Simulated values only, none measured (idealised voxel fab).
process module | voxel self aligned vias
cross-section cut | 245 nm wide | cells 5 nm
A cross-section is a grid of square cells, given in bands from the top down. A band is one or more rows of cells.
Each band's line starts with the height of the band's top and of its bottom, in nm. Then come its materials from left to right, each with its width in nm. One material with "throughout" fills the band from edge to edge. "air" is empty space.
Height 0 is the level under which the wafer as received is all one material. The lowest band goes on downwards, as in "0 down".
A width such as "30 to 40" changes by the same amount from each row of cells to the next, from the band's top row to its bottom row.
"no change" after a step means that no cell of the cross-section changed.
closed voids: empty space of 8 cells or more with no open way to the top, each as width x height at its distance from the left edge, in nm
after a step's settings: what the simulator itself notes on the step
overlay nm, on a step with a mask: how far to the right of its planned place the mask lay; to the left if negative
plan
1 op RECEIVE | material Si
2 op CONFORMAL_DEP | material SiO2 | thk nm 10
3 op CONFORMAL_DEP | material SiCN | thk nm 5
4 op DIRECTIONAL_DEP | material SiO2 | thk nm 20
5 op DIRECTIONAL_DEP | material aC | thk nm 10
6 op PATTERN | tone open | mask id LINES | material resist | width nm 30 | pitch nm 60 | thk nm 30 | overlay nm 0
7 op DIRECTIONAL_ETCH | etch materials aC | depth nm 10
8 op STRIP | etch materials resist
9 op DIRECTIONAL_ETCH | etch materials SiO2 | depth nm 20
10 op STRIP | etch materials aC
11 op CONFORMAL_DEP | material TiN | thk nm 5
12 op FILL_DEP | material W | thk nm 10
13 op CMP | height nm 35
14 op SELECTIVE_ETCH | etch materials W Ru TiN | depth nm 10
15 op FILL_DEP | material SiN | thk nm 10
16 op CMP | height nm 35
17 op DIRECTIONAL_DEP | material SiO2 | thk nm 15
18 op MASKED_ETCH | tone open | mask id VIAS | width nm 40 | etch materials SiO2 | depth nm 15 | overlay nm 0
19 op MASKED_ETCH | tone open | mask id VIAS | width nm 40 | etch materials SiN | depth nm 10 | overlay nm 0
20 op CONFORMAL_DEP | material TiN | thk nm 5
21 op FILL_DEP | material W | thk nm 5
22 op CMP | height nm 50
23 op CONFORMAL_DEP | material SiN | thk nm 5
as received, after step 1
  0 down: Si throughout
  closed voids: none
first wafer at the end, as planned
  55 to 50: SiN throughout
  50 to 40: SiO2 70 | TiN 5 | W 30 | TiN 5 | SiO2 135
  40 to 35: SiO2 70 | TiN 10 | W 20 | TiN 10 | SiO2 135
  35 to 30: SiO2 75 | TiN 5 | W 20 | TiN 5 | SiO2 30 | SiN 30 | SiO2 80
  30 to 25: SiO2 75 | TiN 30 | SiO2 30 | SiN 30 | SiO2 80
  25 to 20: SiO2 75 | TiN 5 | W 20 | TiN 5 | SiO2 30 | TiN 5 | W 20 | TiN 5 | SiO2 80
  20 to 15: SiO2 75 | TiN 30 | SiO2 30 | TiN 30 | SiO2 80
  15 to 10: SiCN throughout
  10 to 0: SiO2 throughout
  0 down: Si throughout
  closed voids: none
second wafer at the end: like start, like plan, one mistake
  55 to 50: SiN throughout
  50 to 35: Ru throughout
  35 to 25: SiO2 75 | SiN 30 | SiO2 30 | SiN 30 | SiO2 80
  25 to 20: SiO2 75 | TiN 5 | W 20 | TiN 5 | SiO2 30 | TiN 5 | W 20 | TiN 5 | SiO2 80
  20 to 15: SiO2 75 | TiN 30 | SiO2 30 | TiN 30 | SiO2 80
  15 to 10: SiCN throughout
  10 to 0: SiO2 throughout
  0 down: Si throughout
  closed voids: none
what went wrong: step 17 ran as: op DIRECTIONAL_DEP | material Ru | thk nm 15
at the end the second wafer has, in cells: 147 more of Ru | 12 more of SiN | 123 fewer of SiO2 | 16 fewer of TiN | 20 fewer of W
